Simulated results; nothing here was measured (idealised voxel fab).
Process module in this document: voxel trench capacitor
Xsec cut, 230 nm wide, square cell size 5 nm.
Cross-section format: a grid of square cells, given as bands from top to bottom; each band is one or more rows of cells. For a band, the entry starts with two heights in nm, that of the top and then that of the bottom, and carries on with the band's materials in order from left to right, each alongside its width in nm; the word "all across" beside a single material means it fills the band edge to edge, and "blank" means empty space. It should be noted that heights are counted from 0, beneath which the wafer as supplied is of one material throughout, and that the lowest band possesses no lower boundary but continues downward, as written in "0 and below". A two-number width, for instance "30->40", indicates that the width is equal to the first number in the top row of the band and to the second number in the bottom row, and that it changes by a constant amount per row of cells. For the purposes of this document, the phrase "no change" attached to a step denotes that no cell within the cross-section was modified by that step. Any empty space of 8 cells or more lacking an open way to the top shows up in "Fully closed voids" as width x height at distance, distance from the left edge, in nm. On each step's line, the part that comes after the settings is the simulator's own comment on the step. overlay nm: for a step with a mask, the amount by which the mask lay right of where it was planned; a negative amount means left of it.
[Process steps foreseen in the plan]
1) RECEIVE,material Si
2) CONFORMAL_DEP,material SiN,thk nm 10
3) PATTERN,tone open,mask id TRENCH,material resist,width nm 25,pitch nm 55,thk nm 15,overlay nm 0
4) DIRECTIONAL_ETCH,etch materials SiN,depth nm 10
5) DIRECTIONAL_ETCH,etch materials Si,depth nm 30
6) STRIP,etch materials resist
7) CONFORMAL_DEP,material Al2O3,thk nm 5
8) FILL_DEP,material polySi,thk nm 10
9) CMP,height nm 10
[The first wafer of two, processed as planned]
[Shown in cross-section is the wafer as received, that is, as it stands after step 1]
- 0 and below: Si all across
- Fully closed voids: none
[How the wafer stands in section after step 2]
- 10 down to 0: SiN all across
- Rest of section, below 0: as before.
[How the wafer stands in section after step 3]
- 25 down to 10: resist=45; blank=25; resist=30; blank=25; resist=30; blank=25; resist=50
- Rest of section, below 10: as before.
[How the wafer stands in section after step 4]
- 25 down to 10: resist=45; blank=25; resist=30; blank=25; resist=30; blank=25; resist=50
- 10 down to 0: SiN=45; blank=25; SiN=30; blank=25; SiN=30; blank=25; SiN=50
- Rest of section, below 0: as before.
[How the wafer stands in section after step 5]
- 25 down to 10: resist=45; blank=25; resist=30; blank=25; resist=30; blank=25; resist=50
- 10 down to 0: SiN=45; blank=25; SiN=30; blank=25; SiN=30; blank=25; SiN=50
- 0 down to -30: Si=45; blank=25; Si=30; blank=25; Si=30; blank=25; Si=50
- Rest of section, below -30: as before.
[How the wafer stands in section after step 6]
- 10 down to 0: SiN=45; blank=25; SiN=30; blank=25; SiN=30; blank=25; SiN=50
- Rest of section, below 0: as before.
[How the wafer stands in section after step 7]
- 15 down to 10: Al2O3=50; blank=15; Al2O3=40; blank=15; Al2O3=40; blank=15; Al2O3=55
- 10 down to 0: SiN=45; Al2O3=5; blank=15; Al2O3=5; SiN=30; Al2O3=5; blank=15; Al2O3=5; SiN=30; Al2O3=5; blank=15; Al2O3=5; SiN=50
- 0 down to -25: Si=45; Al2O3=5; blank=15; Al2O3=5; Si=30; Al2O3=5; blank=15; Al2O3=5; Si=30; Al2O3=5; blank=15; Al2O3=5; Si=50
- -25 down to -30: Si=45; Al2O3=25; Si=30; Al2O3=25; Si=30; Al2O3=25; Si=50
- Rest of section, below -30: as before.
[How the wafer stands in section after step 8]
- 25 down to 15: polySi all across
- 15 down to 10: Al2O3=50; polySi=15; Al2O3=40; polySi=15; Al2O3=40; polySi=15; Al2O3=55
- 10 down to 0: SiN=45; Al2O3=5; polySi=15; Al2O3=5; SiN=30; Al2O3=5; polySi=15; Al2O3=5; SiN=30; Al2O3=5; polySi=15; Al2O3=5; SiN=50
- 0 down to -25: Si=45; Al2O3=5; polySi=15; Al2O3=5; Si=30; Al2O3=5; polySi=15; Al2O3=5; Si=30; Al2O3=5; polySi=15; Al2O3=5; Si=50
- Rest of section, below -25: as before.
[How the wafer stands in section after step 9]
- 10 down to 0: SiN=45; Al2O3=5; polySi=15; Al2O3=5; SiN=30; Al2O3=5; polySi=15; Al2O3=5; SiN=30; Al2O3=5; polySi=15; Al2O3=5; SiN=50
- Rest of section, below 0: as before.
[The remaining wafer, second of the two, started like the first and was run to the same plan, except that one mistake was made along the way; the two coincide through step 4, inclusive]
[Second wafer cross-section, taken as of the time the plan sets for step 5 to be done]
- 25 down to 10: resist=45; blank=25; resist=30; blank=25; resist=30; blank=25; resist=50
- 10 down to 0: SiN=45; blank=25; SiN=30; blank=25; SiN=30; blank=25; SiN=50
- 0 down to -60: Si=45; blank=25; Si=30; blank=25; Si=30; blank=25; Si=50
- Rest of section, below -60: as before.
[Second wafer cross-section, taken as of the time the plan sets for step 6 to be done]
- 10 down to 0: SiN=45; blank=25; SiN=30; blank=25; SiN=30; blank=25; SiN=50
- Rest of section, below 0: as before.
[Second wafer cross-section, taken as of the time the plan sets for step 7 to be done]
- 15 down to 10: Al2O3=50; blank=15; Al2O3=40; blank=15; Al2O3=40; blank=15; Al2O3=55
- 10 down to 0: SiN=45; Al2O3=5; blank=15; Al2O3=5; SiN=30; Al2O3=5; blank=15; Al2O3=5; SiN=30; Al2O3=5; blank=15; Al2O3=5; SiN=50
- 0 down to -55: Si=45; Al2O3=5; blank=15; Al2O3=5; Si=30; Al2O3=5; blank=15; Al2O3=5; Si=30; Al2O3=5; blank=15; Al2O3=5; Si=50
- -55 down to -60: Si=45; Al2O3=25; Si=30; Al2O3=25; Si=30; Al2O3=25; Si=50
- Rest of section, below -60: as before.
[Second wafer cross-section, taken as of the time the plan sets for step 8 to be done]
- 25 down to 15: polySi all across
- 15 down to 10: Al2O3=50; polySi=15; Al2O3=40; polySi=15; Al2O3=40; polySi=15; Al2O3=55
- 10 down to 0: SiN=45; Al2O3=5; polySi=15; Al2O3=5; SiN=30; Al2O3=5; polySi=15; Al2O3=5; SiN=30; Al2O3=5; polySi=15; Al2O3=5; SiN=50
- 0 down to -55: Si=45; Al2O3=5; polySi=15; Al2O3=5; Si=30; Al2O3=5; polySi=15; Al2O3=5; Si=30; Al2O3=5; polySi=15; Al2O3=5; Si=50
- Rest of section, below -55: as before.
[Second wafer cross-section, taken as of the time the plan sets for step 9 to be done]
- 10 down to 0: SiN=45; Al2O3=5; polySi=15; Al2O3=5; SiN=30; Al2O3=5; polySi=15; Al2O3=5; SiN=30; Al2O3=5; polySi=15; Al2O3=5; SiN=50
- Rest of section, below 0: as before.
Finding, execution versus plan: step 5 of the plan saw execution twice
Per the end-of-run cell counts, the second wafer holds more or fewer of some materials than the first: Al2O3 +36, Si -90, polySi +54
